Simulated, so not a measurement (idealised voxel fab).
This is a process module. Its name is voxel transistor to metal.
Pictured: cross-section cut, 185 nm wide, on a grid of 5 nm square cells.
Cross-section spec: square-cell grid; bands listed top down; each band is one or more rows. Heads up on the band format: heights come first, top then bottom, in nm. After that it's the materials left to right, each with its width in nm. A single material flagged "full width" fills the whole band edge to edge, and "empty" means there's empty space there. Convention: height 0 is the level below which the wafer, as received, is all one material. The lowest band does not terminate at the bottom but continues downward, represented as "0 down". Per-row width for "30 to 40": begins at first number (top row of band), ends at second number (bottom row), increment between rows held constant. Any step labelled "all unchanged" changed none of the cells in the cross-section. "Closed voids list" enumerates empty spaces isolated from the top, with no open way to it, that contain at least 8 cells, giving each as width x height at distance from the left edge, all three in nm. On each step's line, the part that comes after the settings is the simulator's own comment on the step. "overlay nm" on a masked step: distance the mask lay right of its planned place, negative for left. How should the pairs below be read? Each gives the cross-section before one process step and the cross-section after it, the latter drawn only to the lowest band that changed; the step that lies between them, with its settings, appears under the pair. Does a pair pick up where the pair above left off? Only where its entry headed "Before-step section" says so, since pairs can come from different runs of this module on the same starting wafer.
**Before-step section**
* 65 to 60: TiN (50) / empty (5) / TiN (70) / empty (5) / TiN (55)
* 60 to 50: SiO2 (45) / TiN (5) / empty (5) / TiN (5) / SiO2 (60) / TiN (5) / empty (5) / TiN (5) / SiO2 (50)
* 50 to 45: SiO2 (45) / TiN (15) / SiO2 (60) / TiN (15) / SiO2 (50)
* 45 to 40: W full width
* 40 to 35: W (60) / TiN (25) / W (10) / TiN (25) / W (65)
* 35 to 30: TiN (65) / HfO2 (15) / TiN (5) / W (10) / TiN (5) / HfO2 (15) / TiN (70)
* 30 to 25: HfO2 (70) / SiN (5) / HfO2 (5) / TiN (5) / W (10) / TiN (5) / HfO2 (5) / SiN (5) / HfO2 (75)
* 25 to 5: SiO2 (70) / SiN (5) / HfO2 (5) / TiN (5) / W (10) / TiN (5) / HfO2 (5) / SiN (5) / SiO2 (75)
* 5 to 0: SiO2 (35) / SiN (5) / SiO2 (20) / SiGe (10) / SiN (5) / HfO2 (5) / TiN (20) / HfO2 (5) / SiN (5) / SiGe (10) / SiO2 (20) / SiN (5) / SiO2 (40)
* 0 to -5: SiO2 (60) / SiGe (10) / HfO2 (40) / SiGe (10) / SiO2 (65)
* -5 to -15: SiO2 (45) / SiGe (25) / Si (40) / SiGe (25) / SiO2 (50)
* -15 to -30: SiO2 (45) / Si (90) / SiO2 (50)
* -30 down: Si full width
* Closed voids list: none
**Post-Step Appearance**
* 75 to 65: W full width
* 65 to 60: TiN (50) / W (5) / TiN (70) / W (5) / TiN (55)
* 60 to 50: SiO2 (45) / TiN (5) / W (5) / TiN (5) / SiO2 (60) / TiN (5) / W (5) / TiN (5) / SiO2 (50)
* Below 50, no change.
* Closed voids list: none
Applied between the two views above: FILL_DEP,material W,thk nm 10
Before-step section: after-state, pair directly above.
**Post-Step Appearance**
* 40 to 35: W (60) / TiN (25) / W (10) / TiN (25) / W (65)
* Below 35, no change.
* Closed voids list: none
Applied between the two views above: CMP,height nm 40
Before-step section: after-state, pair directly above.
**Post-Step Appearance**
* 45 to 40: SiCN full width
* Below 40, no change.
* Closed voids list: none
Applied between the two views above: CONFORMAL_DEP,material SiCN,thk nm 5
Before-step section: after-state, pair directly above.
**Post-Step Appearance**
* 60 to 45: lowk full width
* Below 45, no change.
* Closed voids list: none
Applied between the two views above: DIRECTIONAL_DEP,material lowk,thk nm 15
Before-step section: after-state, pair directly above.
**Post-Step Appearance**
* 60 to 45: lowk (45) / empty (15) / lowk (60) / empty (15) / lowk (50)
* Below 45, no change.
* Closed voids list: none
Applied between the two views above: MASKED_ETCH,tone open,mask id METAL_1,width nm 15,pitch nm 75,etch materials lowk,depth nm 15,overlay nm 0
Before-step section: after-state, pair directly above.
**Post-Step Appearance**
* 60 to 45: lowk (45) / empty (15) / lowk (60) / empty (15) / lowk (50)
* 45 to 40: SiCN (45) / empty (15) / SiCN (60) / empty (15) / SiCN (50)
* Below 40, no change.
* Closed voids list: none
Applied between the two views above: MASKED_ETCH,tone open,mask id METAL_1,width nm 15,pitch nm 75,etch materials SiCN,depth nm 5,overlay nm 0
Before-step section: after-state, pair directly above.
**Post-Step Appearance**
* 65 to 60: TiN (50) / empty (5) / TiN (70) / empty (5) / TiN (55)
* 60 to 45: lowk (45) / TiN (5) / empty (5) / TiN (5) / lowk (60) / TiN (5) / empty (5) / TiN (5) / lowk (50)
* 45 to 40: SiCN (45) / TiN (15) / SiCN (60) / TiN (15) / SiCN (50)
* Below 40, no change.
* Closed voids list: none
Applied between the two views above: CONFORMAL_DEP,material TiN,thk nm 5
Before-step section: after-state, pair directly above.
**Post-Step Appearance**
* 70 to 65: Cu full width
* 65 to 60: TiN (50) / Cu (5) / TiN (70) / Cu (5) / TiN (55)
* 60 to 45: lowk (45) / TiN (5) / Cu (5) / TiN (5) / lowk (60) / TiN (5) / Cu (5) / TiN (5) / lowk (50)
* Below 45, no change.
* Closed voids list: none
Applied between the two views above: FILL_DEP,material Cu,thk nm 5
Before-step section: after-state, pair directly above.
**Post-Step Appearance**
* 60 to 45: lowk (45) / TiN (5) / Cu (5) / TiN (5) / lowk (60) / TiN (5) / Cu (5) / TiN (5) / lowk (50)
* Below 45, no change.
* Closed voids list: none
Applied between the two views above: CMP,height nm 60
Before-step section: after-state, pair directly above.
**Post-Step Appearance**
* 65 to 60: SiCN full width
* Below 60, no change.
* Closed voids list: none
Applied between the two views above: CONFORMAL_DEP,material SiCN,thk nm 5
Before-step section: after-state, pair directly above.
**Post-Step Appearance**
* 100 to 65: lowk full width
* Below 65, no change.
* Closed voids list: none
Applied between the two views above: DIRECTIONAL_DEP,material lowk,thk nm 35
Before-step section: after-state, pair directly above.
**Post-Step Appearance**
* 110 to 100: aC full width
* Below 100, no change.
* Closed voids list: none
Applied between the two views above: DIRECTIONAL_DEP,material aC,thk nm 10
Before-step section: after-state, pair directly above.
**Post-Step Appearance**
* 135 to 110: resist (45) / empty (15) / resist (60) / empty (15) / resist (50)
* Below 110, no change.
* Closed voids list: none
Applied between the two views above: PATTERN,tone open,mask id METAL_2,material resist,width nm 15,pitch nm 75,thk nm 25,overlay nm 0
Before-step section: after-state, pair directly above.
**Post-Step Appearance**
* 125 to 110: resist (45) / empty (15) / resist (60) / empty (15) / resist (50)
* 110 to 100: aC (45) / empty (15) / aC (60) / empty (15) / aC (50)
* Below 100, no change.
* Closed voids list: none
Applied between the two views above: DIRECTIONAL_ETCH,etch materials aC,depth nm 10
Before-step section: after-state, pair directly above.
**Post-Step Appearance**
* 110 to 100: aC (45) / empty (15) / aC (60) / empty (15) / aC (50)
* Below 100, no change.
* Closed voids list: none
Applied between the two views above: STRIP,etch materials resist
Before-step section: after-state, pair directly above.
**Post-Step Appearance**
* 110 to 100: aC (45) / empty (15) / aC (60) / empty (15) / aC (50)
* 100 to 80: lowk (45) / empty (15) / lowk (60) / empty (15) / lowk (50)
* Below 80, no change.
* Closed voids list: none
Applied between the two views above: DIRECTIONAL_ETCH,etch materials lowk,depth nm 20
Before-step section: after-state, pair directly above.
**Post-Step Appearance**
* 100 to 80: lowk (45) / empty (15) / lowk (60) / empty (15) / lowk (50)
* Below 80, no change.
* Closed voids list: none
Applied between the two views above: STRIP,etch materials aC
Before-step section: after-state, pair directly above.
**Post-Step Appearance**
* 115 to 100: aC (45) / empty (15) / aC (60) / empty (15) / aC (50)
* 100 to 95: lowk (45) / empty (15) / lowk (60) / empty (15) / lowk (50)
* 95 to 80: lowk (45) / aC (15) / lowk (60) / aC (15) / lowk (50)
* Below 80, no change.
* Closed voids list: none
Applied between the two views above: DIRECTIONAL_DEP,material aC,thk nm 15
Before-step section: after-state, pair directly above.
**Post-Step Appearance**
* 145 to 115: resist (45) / empty (15) / resist (60) / empty (15) / resist (50)
* Below 115, no change.
* Closed voids list: none
Applied between the two views above: PATTERN,tone open,mask id METAL_2_HOLES,material resist,width nm 15,pitch nm 75,thk nm 30,overlay nm 0
Before-step section: after-state, pair directly above.
**Post-Step Appearance**
* 130 to 115: resist (45) / empty (15) / resist (60) / empty (15) / resist (50)
* 115 to 100: aC (45) / empty (15) / aC (60) / empty (15) / aC (50)
* 100 to 80: lowk (45) / empty (15) / lowk (60) / empty (15) / lowk (50)
* Below 80, no change.
* Closed voids list: none
Applied between the two views above: DIRECTIONAL_ETCH,etch materials aC,depth nm 15
Before-step section: after-state, pair directly above.
**Post-Step Appearance**
* 115 to 100: aC (45) / empty (15) / aC (60) / empty (15) / aC (50)
* Below 100, no change.
* Closed voids list: none
Applied between the two views above: STRIP,etch materials resist
Before-step section: after-state, pair directly above.
**Post-Step Appearance**
* 115 to 100: aC (45) / empty (15) / aC (60) / empty (15) / aC (50)
* 100 to 65: lowk (45) / empty (15) / lowk (60) / empty (15) / lowk (50)
* Below 65, no change.
* Closed voids list: none
Applied between the two views above: DIRECTIONAL_ETCH,etch materials lowk,depth nm 15
Before-step section: after-state, pair directly above.
**Post-Step Appearance**
* 115 to 100: aC (45) / empty (15) / aC (60) / empty (15) / aC (50)
* 100 to 65: lowk (45) / empty (15) / lowk (60) / empty (15) / lowk (50)
* 65 to 60: SiCN (45) / empty (15) / SiCN (60) / empty (15) / SiCN (50)
* Below 60, no change.
* Closed voids list: none
Applied between the two views above: DIRECTIONAL_ETCH,etch materials SiCN,depth nm 5
Before-step section: after-state, pair directly above.
**Post-Step Appearance**
* 100 to 65: lowk (45) / empty (15) / lowk (60) / empty (15) / lowk (50)
* Below 65, no change.
* Closed voids list: none
Applied between the two views above: STRIP,etch materials aC
Before-step section: after-state, pair directly above.
**Post-Step Appearance**
* 105 to 100: TiN (50) / empty (5) / TiN (70) / empty (5) / TiN (55)
* 100 to 65: lowk (45) / TiN (5) / empty (5) / TiN (5) / lowk (60) / TiN (5) / empty (5) / TiN (5) / lowk (50)
* 65 to 60: SiCN (45) / TiN (15) / SiCN (60) / TiN (15) / SiCN (50)
* Below 60, no change.
* Closed voids list: none
Applied between the two views above: CONFORMAL_DEP,material TiN,thk nm 5
Before-step section: after-state, pair directly above.
**Post-Step Appearance**
* 115 to 105: Cu full width
* 105 to 100: TiN (50) / Cu (5) / TiN (70) / Cu (5) / TiN (55)
* 100 to 65: lowk (45) / TiN (5) / Cu (5) / TiN (5) / lowk (60) / TiN (5) / Cu (5) / TiN (5) / lowk (50)
* Below 65, no change.
* Closed voids list: none
Applied between the two views above: FILL_DEP,material Cu,thk nm 10
Before-step section: after-state, pair directly above.
**Post-Step Appearance**
* 100 to 65: lowk (45) / TiN (5) / Cu (5) / TiN (5) / lowk (60) / TiN (5) / Cu (5) / TiN (5) / lowk (50)
* Below 65, no change.
* Closed voids list: none
Applied between the two views above: CMP,height nm 100
Before-step section: after-state, pair directly above.
**Post-Step Appearance**
* 105 to 100: SiCN full width
* Below 100, no change.
* Closed voids list: none
Applied between the two views above: CONFORMAL_DEP,material SiCN,thk nm 5
**Before-step section**
* 40 to 25: SiO2 full width
* 25 to 5: SiO2 (70) / SiN (5) / HfO2 (5) / TiN (5) / W (10) / TiN (5) / HfO2 (5) / SiN (5) / SiO2 (75)
* 5 to 0: SiO2 (35) / SiN (5) / SiO2 (20) / SiGe (10) / SiN (5) / HfO2 (5) / TiN (20) / HfO2 (5) / SiN (5) / SiGe (10) / SiO2 (20) / SiN (5) / SiO2 (40)
* 0 to -5: SiO2 (60) / SiGe (10) / HfO2 (40) / SiGe (10) / SiO2 (65)
* -5 to -15: SiO2 (45) / SiGe (25) / Si (40) / SiGe (25) / SiO2 (50)
* -15 to -30: SiO2 (45) / Si (90) / SiO2 (50)
* -30 down: Si full width
* Closed voids list: none
**Post-Step Appearance**
* 55 to 25: SiO2 full width
* Below 25, no change.
* Closed voids list: none
Applied between the two views above: DIRECTIONAL_DEP,material SiO2,thk nm 15
Before-step section: after-state, pair directly above.
**Post-Step Appearance**
* 75 to 55: resist (45) / empty (15) / resist (60) / empty (15) / resist (50)
* Below 55, no change.
* Closed voids list: none
Applied between the two views above: PATTERN,tone open,mask id CONTACT,material resist,width nm 15,pitch nm 75,thk nm 20,overlay nm 0
Before-step section: after-state, pair directly above.
**Post-Step Appearance**
* 75 to 55: resist (45) / empty (15) / resist (60) / empty (15) / resist (50)
* 55 to 25: SiO2 (45) / empty (15) / SiO2 (60) / empty (15) / SiO2 (50)
* 25 to 10: SiO2 (45) / empty (15) / SiO2 (10) / SiN (5) / HfO2 (5) / TiN (5) / W (10) / TiN (5) / HfO2 (5) / SiN (5) / SiO2 (10) / empty (15) / SiO2 (50)
* Below 10, no change.
* Closed voids list: none
Applied between the two views above: DIRECTIONAL_ETCH,etch materials SiO2,depth nm 45
Before-step section: after-state, pair directly above.
**Post-Step Appearance**
* 55 to 25: SiO2 (45) / empty (15) / SiO2 (60) / empty (15) / SiO2 (50)
* Below 25, no change.
* Closed voids list: none
Applied between the two views above: STRIP,etch materials resist
Before-step section: after-state, pair directly above.
**Post-Step Appearance**
* 60 to 55: TiN (50) / empty (5) / TiN (70) / empty (5) / TiN (55)
* 55 to 25: SiO2 (45) / TiN (5) / empty (5) / TiN (5) / SiO2 (60) / TiN (5) / empty (5) / TiN (5) / SiO2 (50)
* 25 to 15: SiO2 (45) / TiN (5) / empty (5) / TiN (5) / SiO2 (10) / SiN (5) / HfO2 (5) / TiN (5) / W (10) / TiN (5) / HfO2 (5) / SiN (5) / SiO2 (10) / TiN (5) / empty (5) / TiN (5) / SiO2 (50)
* 15 to 10: SiO2 (45) / TiN (15) / SiO2 (10) / SiN (5) / HfO2 (5) / TiN (5) / W (10) / TiN (5) / HfO2 (5) / SiN (5) / SiO2 (10) / TiN (15) / SiO2 (50)
* Below 10, no change.
* Closed voids list: none
Applied between the two views above: CONFORMAL_DEP,material TiN,thk nm 5
Before-step section: after-state, pair directly above.
**Post-Step Appearance**
* 70 to 60: W full width
* 60 to 55: TiN (50) / W (5) / TiN (70) / W (5) / TiN (55)
* 55 to 25: SiO2 (45) / TiN (5) / W (5) / TiN (5) / SiO2 (60) / TiN (5) / W (5) / TiN (5) / SiO2 (50)
* 25 to 15: SiO2 (45) / TiN (5) / W (5) / TiN (5) / SiO2 (10) / SiN (5) / HfO2 (5) / TiN (5) / W (10) / TiN (5) / HfO2 (5) / SiN (5) / SiO2 (10) / TiN (5) / W (5) / TiN (5) / SiO2 (50)
* Below 15, no change.
* Closed voids list: none
Applied between the two views above: FILL_DEP,material W,thk nm 10
Before-step section: after-state, pair directly above.
**Post-Step Appearance**
* 40 to 25: SiO2 (45) / TiN (5) / W (5) / TiN (5) / SiO2 (60) / TiN (5) / W (5) / TiN (5) / SiO2 (50)
* Below 25, no change.
* Closed voids list: none
Applied between the two views above: CMP,height nm 40
Before-step section: after-state, pair directly above.
**Post-Step Appearance**
* 45 to 40: SiCN full width
* Below 40, no change.
* Closed voids list: none
Applied between the two views above: CONFORMAL_DEP,material SiCN,thk nm 5
Before-step section: after-state, pair directly above.
**Post-Step Appearance**
* 60 to 45: lowk full width
* Below 45, no change.
* Closed voids list: none
Applied between the two views above: DIRECTIONAL_DEP,material lowk,thk nm 15
Before-step section: after-state, pair directly above.
**Post-Step Appearance**
* 60 to 45: lowk (45) / empty (15) / lowk (60) / empty (15) / lowk (50)
* Below 45, no change.
* Closed voids list: none
Applied between the two views above: MASKED_ETCH,tone open,mask id METAL_1,width nm 15,pitch nm 75,etch materials lowk,depth nm 15,overlay nm 0
Before-step section: after-state, pair directly above.
**Post-Step Appearance**
* 60 to 45: lowk (45) / empty (15) / lowk (60) / empty (15) / lowk (50)
* 45 to 40: SiCN (45) / empty (15) / SiCN (60) / empty (15) / SiCN (50)
* Below 40, no change.
* Closed voids list: none
Applied between the two views above: MASKED_ETCH,tone open,mask id METAL_1,width nm 15,pitch nm 75,etch materials SiCN,depth nm 5,overlay nm 0
Before-step section: after-state, pair directly above.
**Post-Step Appearance**
* 65 to 60: TiN (50) / empty (5) / TiN (70) / empty (5) / TiN (55)
* 60 to 45: lowk (45) / TiN (5) / empty (5) / TiN (5) / lowk (60) / TiN (5) / empty (5) / TiN (5) / lowk (50)
* 45 to 40: SiCN (45) / TiN (15) / SiCN (60) / TiN (15) / SiCN (50)
* Below 40, no change.
* Closed voids list: none
Applied between the two views above: CONFORMAL_DEP,material TiN,thk nm 5
Before-step section: after-state, pair directly above.
**Post-Step Appearance**
* 70 to 65: Cu full width
* 65 to 60: TiN (50) / Cu (5) / TiN (70) / Cu (5) / TiN (55)
* 60 to 45: lowk (45) / TiN (5) / Cu (5) / TiN (5) / lowk (60) / TiN (5) / Cu (5) / TiN (5) / lowk (50)
* Below 45, no change.
* Closed voids list: none
Applied between the two views above: FILL_DEP,material Cu,thk nm 5
Before-step section: after-state, pair directly above.
**Post-Step Appearance**
* 60 to 45: lowk (45) / TiN (5) / Cu (5) / TiN (5) / lowk (60) / TiN (5) / Cu (5) / TiN (5) / lowk (50)
* Below 45, no change.
* Closed voids list: none
Applied between the two views above: CMP,height nm 60
Before-step section: after-state, pair directly above.
**Post-Step Appearance**
* 65 to 60: SiCN full width
* Below 60, no change.
* Closed voids list: none
Applied between the two views above: CONFORMAL_DEP,material SiCN,thk nm 5
Before-step section: after-state, pair directly above.
**Post-Step Appearance**
* 100 to 65: lowk full width
* Below 65, no change.
* Closed voids list: none
Applied between the two views above: DIRECTIONAL_DEP,material lowk,thk nm 35
Before-step section: after-state, pair directly above.
**Post-Step Appearance**
* 110 to 100: aC full width
* Below 100, no change.
* Closed voids list: none
Applied between the two views above: DIRECTIONAL_DEP,material aC,thk nm 10
Before-step section: after-state, pair directly above.
**Post-Step Appearance**
* 135 to 110: resist (45) / empty (15) / resist (60) / empty (15) / resist (50)
* Below 110, no change.
* Closed voids list: none
Applied between the two views above: PATTERN,tone open,mask id METAL_2,material resist,width nm 15,pitch nm 75,thk nm 25,overlay nm 0
Before-step section: after-state, pair directly above.
**Post-Step Appearance**
* 125 to 110: resist (45) / empty (15) / resist (60) / empty (15) / resist (50)
* 110 to 100: aC (45) / empty (15) / aC (60) / empty (15) / aC (50)
* Below 100, no change.
* Closed voids list: none
Applied between the two views above: DIRECTIONAL_ETCH,etch materials aC,depth nm 10
Before-step section: after-state, pair directly above.
**Post-Step Appearance**
* 110 to 100: aC (45) / empty (15) / aC (60) / empty (15) / aC (50)
* Below 100, no change.
* Closed voids list: none
Applied between the two views above: STRIP,etch materials resist
Before-step section: after-state, pair directly above.
**Post-Step Appearance**
* 110 to 100: aC (45) / empty (15) / aC (60) / empty (15) / aC (50)
* 100 to 80: lowk (45) / empty (15) / lowk (60) / empty (15) / lowk (50)
* Below 80, no change.
* Closed voids list: none
Applied between the two views above: DIRECTIONAL_ETCH,etch materials lowk,depth nm 20
Before-step section: after-state, pair directly above.
**Post-Step Appearance**
* 100 to 80: lowk (45) / empty (15) / lowk (60) / empty (15) / lowk (50)
* Below 80, no change.
* Closed voids list: none
Applied between the two views above: STRIP,etch materials aC
Before-step section: after-state, pair directly above.
**Post-Step Appearance**
* 115 to 100: aC (45) / empty (15) / aC (60) / empty (15) / aC (50)
* 100 to 95: lowk (45) / empty (15) / lowk (60) / empty (15) / lowk (50)
* 95 to 80: lowk (45) / aC (15) / lowk (60) / aC (15) / lowk (50)
* Below 80, no change.
* Closed voids list: none
Applied between the two views above: DIRECTIONAL_DEP,material aC,thk nm 15
Before-step section: after-state, pair directly above.
**Post-Step Appearance**
* 145 to 115: resist (45) / empty (15) / resist (60) / empty (15) / resist (50)
* Below 115, no change.
* Closed voids list: none
Applied between the two views above: PATTERN,tone open,mask id METAL_2_HOLES,material resist,width nm 15,pitch nm 75,thk nm 30,overlay nm 0
Before-step section: after-state, pair directly above.
**Post-Step Appearance**
* 130 to 115: resist (45) / empty (15) / resist (60) / empty (15) / resist (50)
* 115 to 100: aC (45) / empty (15) / aC (60) / empty (15) / aC (50)
* 100 to 80: lowk (45) / empty (15) / lowk (60) / empty (15) / lowk (50)
* Below 80, no change.
* Closed voids list: none
Applied between the two views above: DIRECTIONAL_ETCH,etch materials aC,depth nm 15
Before-step section: after-state, pair directly above.
**Post-Step Appearance**
* 115 to 100: aC (45) / empty (15) / aC (60) / empty (15) / aC (50)
* Below 100, no change.
* Closed voids list: none
Applied between the two views above: STRIP,etch materials resist
Before-step section: after-state, pair directly above.
**Post-Step Appearance**
* 115 to 100: aC (45) / empty (15) / aC (60) / empty (15) / aC (50)
* 100 to 65: lowk (45) / empty (15) / lowk (60) / empty (15) / lowk (50)
* Below 65, no change.
* Closed voids list: none
Applied between the two views above: DIRECTIONAL_ETCH,etch materials lowk,depth nm 15
Before-step section: after-state, pair directly above.
**Post-Step Appearance**
* 115 to 100: aC (45) / empty (15) / aC (60) / empty (15) / aC (50)
* 100 to 65: lowk (45) / empty (15) / lowk (60) / empty (15) / lowk (50)
* 65 to 60: SiCN (45) / empty (15) / SiCN (60) / empty (15) / SiCN (50)
* Below 60, no change.
* Closed voids list: none
Applied between the two views above: DIRECTIONAL_ETCH,etch materials SiCN,depth nm 5
Before-step section: after-state, pair directly above.
**Post-Step Appearance**
* 100 to 65: lowk (45) / empty (15) / lowk (60) / empty (15) / lowk (50)
* Below 65, no change.
* Closed voids list: none
Applied between the two views above: STRIP,etch materials aC
Before-step section: after-state, pair directly above.
**Post-Step Appearance**
* 105 to 100: TiN (50) / empty (5) / TiN (70) / empty (5) / TiN (55)
* 100 to 65: lowk (45) / TiN (5) / empty (5) / TiN (5) / lowk (60) / TiN (5) / empty (5) / TiN (5) / lowk (50)
* 65 to 60: SiCN (45) / TiN (15) / SiCN (60) / TiN (15) / SiCN (50)
* Below 60, no change.
* Closed voids list: none
Applied between the two views above: CONFORMAL_DEP,material TiN,thk nm 5
Before-step section: after-state, pair directly above.
**Post-Step Appearance**
* 115 to 105: Cu full width
* 105 to 100: TiN (50) / Cu (5) / TiN (70) / Cu (5) / TiN (55)
* 100 to 65: lowk (45) / TiN (5) / Cu (5) / TiN (5) / lowk (60) / TiN (5) / Cu (5) / TiN (5) / lowk (50)
* Below 65, no change.
* Closed voids list: none
Applied between the two views above: FILL_DEP,material Cu,thk nm 10
Before-step section: after-state, pair directly above.
**Post-Step Appearance**
* 100 to 65: lowk (45) / TiN (5) / Cu (5) / TiN (5) / lowk (60) / TiN (5) / Cu (5) / TiN (5) / lowk (50)
* Below 65, no change.
* Closed voids list: none
Applied between the two views above: CMP,height nm 100
Before-step section: after-state, pair directly above.
**Post-Step Appearance**
* 105 to 100: SiCN full width
* Below 100, no change.
* Closed voids list: none
Applied between the two views above: CONFORMAL_DEP,material SiCN,thk nm 5
**Before-step section**
* 30 to 25: empty (70) / SiN (5) / empty (30) / SiN (5) / empty (75)
* 25 to 5: SiO2 (70) / SiN (5) / empty (30) / SiN (5) / SiO2 (75)
* 5 to 0: SiO2 (35) / SiN (5) / SiO2 (20) / SiGe (10) / SiN (5) / empty (30) / SiN (5) / SiGe (10) / SiO2 (20) / SiN (5) / SiO2 (40)
* 0 to -5: SiO2 (60) / SiGe (10) / empty (40) / SiGe (10) / SiO2 (65)
* -5 to -15: SiO2 (45) / SiGe (25) / Si (40) / SiGe (25) / SiO2 (50)
* -15 to -30: SiO2 (45) / Si (90) / SiO2 (50)
* -30 down: Si full width
* Closed voids list: none
**Post-Step Appearance**
* 35 to 30: empty (65) / TiN (15) / empty (20) / TiN (15) / empty (70)
* 30 to 25: TiN (70) / SiN (5) / TiN (5) / empty (20) / TiN (5) / SiN (5) / TiN (75)
* 25 to 5: SiO2 (70) / SiN (5) / TiN (5) / empty (20) / TiN (5) / SiN (5) / SiO2 (75)
* 5 to 0: SiO2 (35) / SiN (5) / SiO2 (20) / SiGe (10) / SiN (5) / TiN (5) / empty (20) / TiN (5) / SiN (5) / SiGe (10) / SiO2 (20) / SiN (5) / SiO2 (40)
* 0 to -5: SiO2 (60) / SiGe (10) / TiN (40) / SiGe (10) / SiO2 (65)
* Below -5, no change.
* Closed voids list: none
Applied between the two views above: CONFORMAL_DEP,material TiN,thk nm 5
Before-step section: after-state, pair directly above.
**Post-Step Appearance**
* 40 to 35: empty (60) / HfO2 (25) / empty (10) / HfO2 (25) / empty (65)
* 35 to 30: HfO2 (65) / TiN (15) / HfO2 (5) / empty (10) / HfO2 (5) / TiN (15) / HfO2 (70)
* 30 to 25: TiN (70) / SiN (5) / TiN (5) / HfO2 (5) / empty (10) / HfO2 (5) / TiN (5) / SiN (5) / TiN (75)
* 25 to 5: SiO2 (70) / SiN (5) / TiN (5) / HfO2 (5) / empty (10) / HfO2 (5) / TiN (5) / SiN (5) / SiO2 (75)
* 5 to 0: SiO2 (35) / SiN (5) / SiO2 (20) / SiGe (10) / SiN (5) / TiN (5) / HfO2 (20) / TiN (5) / SiN (5) / SiGe (10) / SiO2 (20) / SiN (5) / SiO2 (40)
* Below 0, no change.
* Closed voids list: none
Applied between the two views above: CONFORMAL_DEP,material HfO2,thk nm 5
Before-step section: after-state, pair directly above.
**Post-Step Appearance**
* 45 to 40: W full width
* 40 to 35: W (60) / HfO2 (25) / W (10) / HfO2 (25) / W (65)
* 35 to 30: HfO2 (65) / TiN (15) / HfO2 (5) / W (10) / HfO2 (5) / TiN (15) / HfO2 (70)
* 30 to 25: TiN (70) / SiN (5) / TiN (5) / HfO2 (5) / W (10) / HfO2 (5) / TiN (5) / SiN (5) / TiN (75)
* 25 to 5: SiO2 (70) / SiN (5) / TiN (5) / HfO2 (5) / W (10) / HfO2 (5) / TiN (5) / SiN (5) / SiO2 (75)
* Below 5, no change.
* Closed voids list: none
Applied between the two views above: FILL_DEP,material W,thk nm 5
Before-step section: after-state, pair directly above.
**Post-Step Appearance**
* 25 to 5: SiO2 (70) / SiN (5) / TiN (5) / HfO2 (5) / W (10) / HfO2 (5) / TiN (5) / SiN (5) / SiO2 (75)
* Below 5, no change.
* Closed voids list: none
Applied between the two views above: CMP,height nm 25
Before-step section: after-state, pair directly above.
**Post-Step Appearance**
* 40 to 25: SiO2 full width
* Below 25, no change.
* Closed voids list: none
Applied between the two views above: DIRECTIONAL_DEP,material SiO2,thk nm 15
Before-step section: after-state, pair directly above.
**Post-Step Appearance**
* 60 to 40: resist (45) / empty (15) / resist (60) / empty (15) / resist (50)
* Below 40, no change.
* Closed voids list: none
Applied between the two views above: PATTERN,tone open,mask id CONTACT,material resist,width nm 15,pitch nm 75,thk nm 20,overlay nm 0
Before-step section: after-state, pair directly above.
**Post-Step Appearance**
* 60 to 40: resist (45) / empty (15) / resist (60) / empty (15) / resist (50)
* 40 to 25: SiO2 (45) / empty (15) / SiO2 (60) / empty (15) / SiO2 (50)
* 25 to 5: SiO2 (45) / empty (15) / SiO2 (10) / SiN (5) / TiN (5) / HfO2 (5) / W (10) / HfO2 (5) / TiN (5) / SiN (5) / SiO2 (10) / empty (15) / SiO2 (50)
* 5 to 0: SiO2 (35) / SiN (5) / SiO2 (5) / empty (15) / SiGe (10) / SiN (5) / TiN (5) / HfO2 (20) / TiN (5) / SiN (5) / SiGe (10) / empty (15) / SiO2 (5) / SiN (5) / SiO2 (40)
* 0 to -5: SiO2 (45) / empty (15) / SiGe (10) / TiN (40) / SiGe (10) / empty (15) / SiO2 (50)
* Below -5, no change.
* Closed voids list: none
Applied between the two views above: DIRECTIONAL_ETCH,etch materials SiO2,depth nm 45
Before-step section: after-state, pair directly above.
**Post-Step Appearance**
* 40 to 25: SiO2 (45) / empty (15) / SiO2 (60) / empty (15) / SiO2 (50)
* Below 25, no change.
* Closed voids list: none
Applied between the two views above: STRIP,etch materials resist
Before-step section: after-state, pair directly above.
**Post-Step Appearance**
* 45 to 40: TiN (50) / empty (5) / TiN (70) / empty (5) / TiN (55)
* 40 to 25: SiO2 (45) / TiN (5) / empty (5) / TiN (5) / SiO2 (60) / TiN (5) / empty (5) / TiN (5) / SiO2 (50)
* 25 to 5: SiO2 (45) / TiN (5) / empty (5) / TiN (5) / SiO2 (10) / SiN (5) / TiN (5) / HfO2 (5) / W (10) / HfO2 (5) / TiN (5) / SiN (5) / SiO2 (10) / TiN (5) / empty (5) / TiN (5) / SiO2 (50)
* 5 to 0: SiO2 (35) / SiN (5) / SiO2 (5) / TiN (5) / empty (5) / TiN (5) / SiGe (10) / SiN (5) / TiN (5) / HfO2 (20) / TiN (5) / SiN (5) / SiGe (10) / TiN (5) / empty (5) / TiN (5) / SiO2 (5) / SiN (5) / SiO2 (40)
* 0 to -5: SiO2 (45) / TiN (15) / SiGe (10) / TiN (40) / SiGe (10) / TiN (15) / SiO2 (50)
* Below -5, no change.
* Closed voids list: none
Applied between the two views above: CONFORMAL_DEP,material TiN,thk nm 5
Before-step section: after-state, pair directly above.
**Post-Step Appearance**
* 55 to 45: W full width
* 45 to 40: TiN (50) / W (5) / TiN (70) / W (5) / TiN (55)
* 40 to 25: SiO2 (45) / TiN (5) / W (5) / TiN (5) / SiO2 (60) / TiN (5) / W (5) / TiN (5) / SiO2 (50)
* 25 to 5: SiO2 (45) / TiN (5) / W (5) / TiN (5) / SiO2 (10) / SiN (5) / TiN (5) / HfO2 (5) / W (10) / HfO2 (5) / TiN (5) / SiN (5) / SiO2 (10) / TiN (5) / W (5) / TiN (5) / SiO2 (50)
* 5 to 0: SiO2 (35) / SiN (5) / SiO2 (5) / TiN (5) / W (5) / TiN (5) / SiGe (10) / SiN (5) / TiN (5) / HfO2 (20) / TiN (5) / SiN (5) / SiGe (10) / TiN (5) / W (5) / TiN (5) / SiO2 (5) / SiN (5) / SiO2 (40)
* Below 0, no change.
* Closed voids list: none
Applied between the two views above: FILL_DEP,material W,thk nm 10
Before-step section: after-state, pair directly above.
**Post-Step Appearance**
* 40 to 25: SiO2 (45) / TiN (5) / W (5) / TiN (5) / SiO2 (60) / TiN (5) / W (5) / TiN (5) / SiO2 (50)
* Below 25, no change.
* Closed voids list: none
Applied between the two views above: CMP,height nm 40
Before-step section: after-state, pair directly above.
**Post-Step Appearance**
* 45 to 40: SiCN full width
* Below 40, no change.
* Closed voids list: none
Applied between the two views above: CONFORMAL_DEP,material SiCN,thk nm 5
Before-step section: after-state, pair directly above.
**Post-Step Appearance**
* 60 to 45: lowk full width
* Below 45, no change.
* Closed voids list: none
Applied between the two views above: DIRECTIONAL_DEP,material lowk,thk nm 15
